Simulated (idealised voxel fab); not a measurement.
Title: Process Module voxel double patterning
Section shown: cut. Width: 160 nm. Cell size: 5 nm, square.
Format of a cross-section: grid, square cells. Given as bands. Order: top down. Band: one or more rows of cells. Look at the band entry: it leads with the top's height and the bottom's height in nm. Then it lists the materials left to right, with a width in nm for each. The word "throughout" on a single material says that material fills the band edge to edge. The word "air" is empty space. Basically, 0 is our baseline, since under it the wafer straight out of the box is all one material. The bottom band has no lower end and keeps on going down, so it looks like "from 0 down". Width "30..40": first value at the band's top row of cells, second value at its bottom row, equal change from row to row. What does "remained unchanged" mean for a step? It means no cell of the cross-section changed in that step. Any empty space of 8 cells or more lacking an open way to the top shows up in "Catalogued sealed voids" as width x height at distance, distance from the left edge, in nm. Heads up: the bit after the settings on a step's line is the simulator's remark on that step. overlay nm: mask offset rightward from planned place, masked step; negative means leftward offset.

Process steps (planned)
| 1 | op RECEIVE | material Si |
| 2 | op CONFORMAL_DEP | material SiO2 | thk nm 10 |
| 3 | op DIRECTIONAL_DEP | material W | thk nm 20 |
| 4 | op DIRECTIONAL_DEP | material SiCN | thk nm 5 |
| 5 | op MASKED_ETCH | tone open | mask id FIRST | width nm 15 | pitch nm 50 | etch materials SiCN | depth nm 5 | overlay nm 0 |
| 6 | op MASKED_ETCH | tone open | mask id SECOND | width nm 15 | pitch nm 50 | etch materials SiCN | depth nm 5 | overlay nm 0 |
| 7 | op DIRECTIONAL_ETCH | etch materials W | depth nm 20 |
| 8 | op STRIP | etch materials SiCN |

Cross-section: wafer on arrival = after step 1
- from 0 down: Si throughout
- Catalogued sealed voids: none

Module complete - cross-section of the first of two wafers, run according to plan
- from 30 to 10: 20 of W; 15 of air; 10 of W; 15 of air; 10 of W; 15 of air; 10 of W; 15 of air; 10 of W; 15 of air; 25 of W
- from 10 to 0: SiO2 throughout
- from 0 down: Si throughout
- Catalogued sealed voids: none

Cross-section of the latter of the two wafers at module completion. It had an identical start and an identical plan to the former; in running it, one mistake was made
- from 35 to 15: 20 of W; 15 of air; 10 of W; 15 of air; 10 of W; 15 of air; 10 of W; 15 of air; 10 of W; 15 of air; 25 of W
- from 15 to 10: W throughout
- from 10 to 0: SiO2 throughout
- from 0 down: Si throughout
- Catalogued sealed voids: none
Want to know what went wrong? not per plan at step 3, really ran op DIRECTIONAL_DEP | material W | thk nm 25
Looking at both finished wafers in cells, the second ends up ahead of or behind the first on some materials: W: 32 more
